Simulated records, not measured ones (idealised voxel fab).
Process module name: voxel quadruple lines
Cross-section cut: width 260 nm, square cells of 5 nm.
Bands, listed from the top down, are how a cross-section gets written in this document; the cross-section itself is a grid of square cells, and a band is one or more rows of them.
Band: top and bottom heights (nm) first, top before bottom; then materials from left to right, widths in nm. "all across" marks a sole material filling the band edge to edge. "empty" denotes empty space.
Counting heights begins at 0, where everything beneath is, in the wafer as received, one material. The lowest band has no bottom; it goes on downwards, as "0 and below" shows.
You'd read "30->40" like this: the band's top row of cells is as wide as the first number, its bottom row is as wide as the second, and going down, every row changes width by the same amount as the row before did.
Any step labelled "everything unchanged" changed none of the cells in the cross-section.
This entry, "Voids, fully enclosed", enumerates those empty regions of no fewer than 8 cells that possess no open connection to the top. Each region is reported in the form width x height at distance, the distance being taken from the left edge, with all three quantities expressed in nm.
That trailing text on a step's line, after the settings, is the simulator's own remark on the step.
"overlay nm" denotes, for a step that has a mask, the displacement of the mask to the right of its planned place, with negative values corresponding to the left.
PROCESS STEPS - PLAN
- 1: RECEIVE, material Si
- 2: CONFORMAL_DEP, material SiO2, thk nm 10
- 3: DIRECTIONAL_DEP, material Ru, thk nm 10
- 4: DIRECTIONAL_DEP, material polySi, thk nm 20
- 5: DIRECTIONAL_DEP, material aC, thk nm 20
- 6: PATTERN, tone cover, mask id MANDREL, material resist, width nm 35, pitch nm 100, thk nm 30, overlay nm 0
- 7: DIRECTIONAL_ETCH, etch materials aC, depth nm 20
- 8: STRIP, etch materials resist
- 9: CONFORMAL_DEP, material SiO2, thk nm 15
- 10: DIRECTIONAL_ETCH, etch materials SiO2, depth nm 15
- 11: STRIP, etch materials aC
- 12: DIRECTIONAL_ETCH, etch materials polySi, depth nm 20
- 13: STRIP, etch materials SiO2
- 14: CONFORMAL_DEP, material SiCN, thk nm 10
- 15: DIRECTIONAL_ETCH, etch materials SiCN, depth nm 10
- 16: STRIP, etch materials polySi
- 17: DIRECTIONAL_ETCH, etch materials Ru, depth nm 10
- 18: STRIP, etch materials SiCN
- 19: FILL_DEP, material lowk, thk nm 5
- 20: CMP, height nm 20
INCOMING WAFER IN CROSS-SECTION (STATE: AFTER STEP 1)
* 0 and below = Si all across
* Voids, fully enclosed: none
WAFER CROSS-SECTION AT END OF MODULE: START AND PLAN AS SHOWN ABOVE, ONE EXECUTION ERROR
* 20 down to 10 = lowk 50, Ru 10, lowk 15, Ru 5, lowk 15, Ru 10, lowk 45, Ru 10, lowk 15, Ru 5, lowk 15, Ru 10, lowk 55
* 10 down to 0 = SiO2 all across
* 0 and below = Si all across
* Voids, fully enclosed: none
What went wrong in running the wafer? the process deviated at step 6: the operation and settings actually run there were PATTERN, tone open, mask id MANDREL, material resist, width nm 35, pitch nm 100, thk nm 30, overlay nm 0
